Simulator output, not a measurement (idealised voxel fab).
The process module presented herein is designated voxel gate over fins.
Pictured: cross-section cut, 165 nm wide, on a grid of 5 nm square cells.
A cross-section in this document is a grid of square cells, and it is written down as bands, the top band listed before the ones below it; a band is made up of one or more rows of cells. A band entry consists of two parts. The first gives the height of the band's top and the height of its bottom, in nm. The rest lists the band's materials from left to right, each with its width in nm. A single material labelled with the word "everywhere" fills the band from edge to edge, and the word "blank" marks empty space. Heights are expressed relative to 0, this being the level below which the as-received wafer comprises one material exclusively. The lowest band is unbounded in the downward direction and is denoted as in "0..down". A two-number width, for instance "30->40", indicates that the width is equal to the first number in the top row of the band and to the second number in the bottom row, and that it changes by a constant amount per row of cells. What does "nothing altered" mean for a step? It means no cell of the cross-section changed in that step. Closed empty spaces (no open way to the top) of 8 cells or more are what "Closed internal voids" lists, each as width x height at distance from the left edge, nm for all three. Past the settings on a step's line: simulator remark, on that step. The "overlay nm" setting may appear on a step's line; for a step that uses a mask, it gives how far to the right of its planned position the mask lay, and a negative value indicates the left.

THIS SECTION LISTS THE PROCESS STEPS THAT WERE PLANNED
1,RECEIVE with material Si
2,CONFORMAL_DEP with material SiN, thk nm 5
3,MASKED_ETCH with tone cover, mask id FINS, width nm 15, pitch nm 35, etch materials SiN, depth nm 10, overlay nm 0
4,MASKED_ETCH with tone cover, mask id FINS, width nm 15, pitch nm 35, etch materials Si, depth nm 30, overlay nm 0
5,OXIDIZE with depth nm 5
6,FILL_DEP with material SiO2, thk nm 5
7,CMP with height nm 10
8,SELECTIVE_ETCH with etch materials SiO2, depth nm 20
9,STRIP with etch materials SiN
10,CONFORMAL_DEP with material HfO2, thk nm 5
11,CONFORMAL_DEP with material TiN, thk nm 5
12,FILL_DEP with material W, thk nm 10
13,CMP with height nm 15
14,CONFORMAL_DEP with material SiN, thk nm 10
The value of thk nm given for step 2 in the plan refers to the first wafer; the wafers vary in this setting and are alike at the start.

FIRST WAFER OF SEVERAL, AS RECEIVED: CROSS-SECTION AFTER STEP 1
> 0..down  Si everywhere
> Closed internal voids: none

END OF MODULE, BY WAFER: MATERIAL-BY-MATERIAL CELL GAIN (+) OR LOSS (-) SINCE RECEIPT, THEN CLOSED VOIDS
thk nm 5 | +45 HfO2 | -210 Si | +66 SiN | +150 SiO2 | +45 TiN | +69 W | Closed internal voids: none
thk nm 10 | +45 HfO2 | -210 Si | +66 SiN | +150 SiO2 | +45 TiN | +69 W | Closed internal voids: none
thk nm 15 | +33 HfO2 | +66 SiN | +33 TiN | +33 W | Closed internal voids: none
thk nm 20 | +33 HfO2 | +66 SiN | +33 TiN | +33 W | Closed internal voids: none
thk nm 25 | +33 HfO2 | +66 SiN | +33 TiN | +33 W | Closed internal voids: none
